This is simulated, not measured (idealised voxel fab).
process module | voxel self aligned vias
cross-section cut | 250 nm wide | cells 5 nm
A cross-section is a grid of square cells, given in bands from the top down. A band is one or more rows of cells.
Each band's line starts with the height of the band's top and of its bottom, in nm. Then come its materials from left to right, each with its width in nm. One material with "throughout" fills the band from edge to edge. "air" is empty space.
Height 0 is the level under which the wafer as received is all one material. The lowest band goes on downwards, as in "0 down".
A width such as "30 to 40" changes by the same amount from each row of cells to the next, from the band's top row to its bottom row.
"no change" after a step means that no cell of the cross-section changed.
closed voids: empty space of 8 cells or more with no open way to the top, each as width x height at its distance from the left edge, in nm
after a step's settings: what the simulator itself notes on the step
overlay nm, on a step with a mask: how far to the right of its planned place the mask lay; to the left if negative
plan
1 op RECEIVE | material Si
2 op CONFORMAL_DEP | material SiO2 | thk nm 15
3 op CONFORMAL_DEP | material SiCN | thk nm 5
4 op DIRECTIONAL_DEP | material lowk | thk nm 25
5 op PATTERN | tone open | mask id LINES | material resist | width nm 20 | pitch nm 55 | thk nm 20 | overlay nm 0
6 op DIRECTIONAL_ETCH | etch materials lowk | depth nm 25
7 op STRIP | etch materials resist
8 op CONFORMAL_DEP | material TiN | thk nm 5
9 op FILL_DEP | material W | thk nm 5
10 op CMP | height nm 45
11 op SELECTIVE_ETCH | etch materials W Ru TiN | depth nm 5
12 op FILL_DEP | material SiN | thk nm 10
13 op CMP | height nm 45
14 op DIRECTIONAL_DEP | material lowk | thk nm 20
15 op DIRECTIONAL_DEP | material aC | thk nm 10
16 op PATTERN | tone open | mask id VIAS | material resist | width nm 40 | pitch nm 55 | thk nm 25 | overlay nm 0
17 op DIRECTIONAL_ETCH | etch materials aC | depth nm 10
18 op STRIP | etch materials resist
19 op DIRECTIONAL_ETCH | etch materials lowk | depth nm 20
20 op DIRECTIONAL_ETCH | etch materials SiN | depth nm 5
21 op STRIP | etch materials aC
22 op CONFORMAL_DEP | material TiN | thk nm 5
23 op FILL_DEP | material Ru | thk nm 10
24 op CMP | height nm 65
25 op CONFORMAL_DEP | material SiCN | thk nm 5
first wafer, as planned
as received, after step 1
  0 down: Si throughout
  closed voids: none
after step 2
  15 to 0: SiO2 throughout
  below 0: unchanged
after step 3
  20 to 15: SiCN throughout
  below 15: unchanged
after step 4
  45 to 20: lowk throughout
  below 20: unchanged
after step 5
  65 to 45: resist 60 | air 20 | resist 35 | air 20 | resist 35 | air 20 | resist 60
  below 45: unchanged
after step 6
  65 to 45: resist 60 | air 20 | resist 35 | air 20 | resist 35 | air 20 | resist 60
  45 to 20: lowk 60 | air 20 | lowk 35 | air 20 | lowk 35 | air 20 | lowk 60
  below 20: unchanged
after step 7
  45 to 20: lowk 60 | air 20 | lowk 35 | air 20 | lowk 35 | air 20 | lowk 60
  below 20: unchanged
after step 8
  50 to 45: TiN 65 | air 10 | TiN 45 | air 10 | TiN 45 | air 10 | TiN 65
  45 to 25: lowk 60 | TiN 5 | air 10 | TiN 5 | lowk 35 | TiN 5 | air 10 | TiN 5 | lowk 35 | TiN 5 | air 10 | TiN 5 | lowk 60
  25 to 20: lowk 60 | TiN 20 | lowk 35 | TiN 20 | lowk 35 | TiN 20 | lowk 60
  below 20: unchanged
after step 9
  55 to 50: W throughout
  50 to 45: TiN 65 | W 10 | TiN 45 | W 10 | TiN 45 | W 10 | TiN 65
  45 to 25: lowk 60 | TiN 5 | W 10 | TiN 5 | lowk 35 | TiN 5 | W 10 | TiN 5 | lowk 35 | TiN 5 | W 10 | TiN 5 | lowk 60
  below 25: unchanged
after step 10
  45 to 25: lowk 60 | TiN 5 | W 10 | TiN 5 | lowk 35 | TiN 5 | W 10 | TiN 5 | lowk 35 | TiN 5 | W 10 | TiN 5 | lowk 60
  below 25: unchanged
after step 11
  45 to 40: lowk 60 | air 20 | lowk 35 | air 20 | lowk 35 | air 20 | lowk 60
  below 40: unchanged
after step 12
  55 to 45: SiN throughout
  45 to 40: lowk 60 | SiN 20 | lowk 35 | SiN 20 | lowk 35 | SiN 20 | lowk 60
  below 40: unchanged
after step 13
  45 to 40: lowk 60 | SiN 20 | lowk 35 | SiN 20 | lowk 35 | SiN 20 | lowk 60
  below 40: unchanged
after step 14
  65 to 45: lowk throughout
  below 45: unchanged
after step 15
  75 to 65: aC throughout
  below 65: unchanged
after step 16
  100 to 75: resist 50 | air 40 | resist 15 | air 40 | resist 15 | air 40 | resist 50
  below 75: unchanged
after step 17
  90 to 75: resist 50 | air 40 | resist 15 | air 40 | resist 15 | air 40 | resist 50
  75 to 65: aC 50 | air 40 | aC 15 | air 40 | aC 15 | air 40 | aC 50
  below 65: unchanged
after step 18
  75 to 65: aC 50 | air 40 | aC 15 | air 40 | aC 15 | air 40 | aC 50
  below 65: unchanged
after step 19
  75 to 65: aC 50 | air 40 | aC 15 | air 40 | aC 15 | air 40 | aC 50
  65 to 45: lowk 50 | air 40 | lowk 15 | air 40 | lowk 15 | air 40 | lowk 50
  below 45: unchanged
after step 20
  75 to 65: aC 50 | air 40 | aC 15 | air 40 | aC 15 | air 40 | aC 50
  65 to 45: lowk 50 | air 40 | lowk 15 | air 40 | lowk 15 | air 40 | lowk 50
  45 to 40: lowk 60 | air 20 | lowk 35 | air 20 | lowk 35 | air 20 | lowk 60
  below 40: unchanged
after step 21
  65 to 45: lowk 50 | air 40 | lowk 15 | air 40 | lowk 15 | air 40 | lowk 50
  below 45: unchanged
after step 22
  70 to 65: TiN 55 | air 30 | TiN 25 | air 30 | TiN 25 | air 30 | TiN 55
  65 to 50: lowk 50 | TiN 5 | air 30 | TiN 5 | lowk 15 | TiN 5 | air 30 | TiN 5 | lowk 15 | TiN 5 | air 30 | TiN 5 | lowk 50
  50 to 45: lowk 50 | TiN 15 | air 10 | TiN 15 | lowk 15 | TiN 15 | air 10 | TiN 15 | lowk 15 | TiN 15 | air 10 | TiN 15 | lowk 50
  45 to 40: lowk 60 | TiN 20 | lowk 35 | TiN 20 | lowk 35 | TiN 20 | lowk 60
  below 40: unchanged
after step 23
  80 to 70: Ru throughout
  70 to 65: TiN 55 | Ru 30 | TiN 25 | Ru 30 | TiN 25 | Ru 30 | TiN 55
  65 to 50: lowk 50 | TiN 5 | Ru 30 | TiN 5 | lowk 15 | TiN 5 | Ru 30 | TiN 5 | lowk 15 | TiN 5 | Ru 30 | TiN 5 | lowk 50
  50 to 45: lowk 50 | TiN 15 | Ru 10 | TiN 15 | lowk 15 | TiN 15 | Ru 10 | TiN 15 | lowk 15 | TiN 15 | Ru 10 | TiN 15 | lowk 50
  below 45: unchanged
after step 24
  65 to 50: lowk 50 | TiN 5 | Ru 30 | TiN 5 | lowk 15 | TiN 5 | Ru 30 | TiN 5 | lowk 15 | TiN 5 | Ru 30 | TiN 5 | lowk 50
  below 50: unchanged
after step 25
  70 to 65: SiCN throughout
  below 65: unchanged
second wafer: like start, like plan, one mistake. Through step 3 it matches the first wafer
when step 4 should have ended
  40 to 20: lowk throughout
  below 20: unchanged
when step 5 should have ended
  60 to 40: resist 60 | air 20 | resist 35 | air 20 | resist 35 | air 20 | resist 60
  below 40: unchanged
when step 6 should have ended
  60 to 40: resist 60 | air 20 | resist 35 | air 20 | resist 35 | air 20 | resist 60
  40 to 20: lowk 60 | air 20 | lowk 35 | air 20 | lowk 35 | air 20 | lowk 60
  below 20: unchanged
when step 7 should have ended
  40 to 20: lowk 60 | air 20 | lowk 35 | air 20 | lowk 35 | air 20 | lowk 60
  below 20: unchanged
when step 8 should have ended
  45 to 40: TiN 65 | air 10 | TiN 45 | air 10 | TiN 45 | air 10 | TiN 65
  40 to 25: lowk 60 | TiN 5 | air 10 | TiN 5 | lowk 35 | TiN 5 | air 10 | TiN 5 | lowk 35 | TiN 5 | air 10 | TiN 5 | lowk 60
  25 to 20: lowk 60 | TiN 20 | lowk 35 | TiN 20 | lowk 35 | TiN 20 | lowk 60
  below 20: unchanged
when step 9 should have ended
  50 to 45: W throughout
  45 to 40: TiN 65 | W 10 | TiN 45 | W 10 | TiN 45 | W 10 | TiN 65
  40 to 25: lowk 60 | TiN 5 | W 10 | TiN 5 | lowk 35 | TiN 5 | W 10 | TiN 5 | lowk 35 | TiN 5 | W 10 | TiN 5 | lowk 60
  below 25: unchanged
when step 10 should have ended
  45 to 40: TiN 65 | W 10 | TiN 45 | W 10 | TiN 45 | W 10 | TiN 65
  below 40: unchanged
when step 11 should have ended
  40 to 25: lowk 60 | TiN 5 | W 10 | TiN 5 | lowk 35 | TiN 5 | W 10 | TiN 5 | lowk 35 | TiN 5 | W 10 | TiN 5 | lowk 60
  below 25: unchanged
when step 12 should have ended
  50 to 40: SiN throughout
  below 40: unchanged
when step 13 should have ended
  45 to 40: SiN throughout
  below 40: unchanged
when step 14 should have ended
  65 to 45: lowk throughout
  below 45: unchanged
when step 15 should have ended
  75 to 65: aC throughout
  below 65: unchanged
when step 16 should have ended
  100 to 75: resist 50 | air 40 | resist 15 | air 40 | resist 15 | air 40 | resist 50
  below 75: unchanged
when step 17 should have ended
  90 to 75: resist 50 | air 40 | resist 15 | air 40 | resist 15 | air 40 | resist 50
  75 to 65: aC 50 | air 40 | aC 15 | air 40 | aC 15 | air 40 | aC 50
  below 65: unchanged
when step 18 should have ended
  75 to 65: aC 50 | air 40 | aC 15 | air 40 | aC 15 | air 40 | aC 50
  below 65: unchanged
when step 19 should have ended
  75 to 65: aC 50 | air 40 | aC 15 | air 40 | aC 15 | air 40 | aC 50
  65 to 45: lowk 50 | air 40 | lowk 15 | air 40 | lowk 15 | air 40 | lowk 50
  below 45: unchanged
when step 20 should have ended
  75 to 65: aC 50 | air 40 | aC 15 | air 40 | aC 15 | air 40 | aC 50
  65 to 45: lowk 50 | air 40 | lowk 15 | air 40 | lowk 15 | air 40 | lowk 50
  45 to 40: SiN 50 | air 40 | SiN 15 | air 40 | SiN 15 | air 40 | SiN 50
  below 40: unchanged
when step 21 should have ended
  65 to 45: lowk 50 | air 40 | lowk 15 | air 40 | lowk 15 | air 40 | lowk 50
  below 45: unchanged
when step 22 should have ended
  70 to 65: TiN 55 | air 30 | TiN 25 | air 30 | TiN 25 | air 30 | TiN 55
  65 to 45: lowk 50 | TiN 5 | air 30 | TiN 5 | lowk 15 | TiN 5 | air 30 | TiN 5 | lowk 15 | TiN 5 | air 30 | TiN 5 | lowk 50
  45 to 40: SiN 50 | TiN 40 | SiN 15 | TiN 40 | SiN 15 | TiN 40 | SiN 50
  below 40: unchanged
when step 23 should have ended
  80 to 70: Ru throughout
  70 to 65: TiN 55 | Ru 30 | TiN 25 | Ru 30 | TiN 25 | Ru 30 | TiN 55
  65 to 45: lowk 50 | TiN 5 | Ru 30 | TiN 5 | lowk 15 | TiN 5 | Ru 30 | TiN 5 | lowk 15 | TiN 5 | Ru 30 | TiN 5 | lowk 50
  below 45: unchanged
when step 24 should have ended
  65 to 45: lowk 50 | TiN 5 | Ru 30 | TiN 5 | lowk 15 | TiN 5 | Ru 30 | TiN 5 | lowk 15 | TiN 5 | Ru 30 | TiN 5 | lowk 50
  below 45: unchanged
when step 25 should have ended
  70 to 65: SiCN throughout
  below 65: unchanged
what went wrong: step 4 ran as: op DIRECTIONAL_DEP | material lowk | thk nm 20
at the end the second wafer has, in cells: 12 more of Ru | 26 more of SiN | 38 fewer of lowk
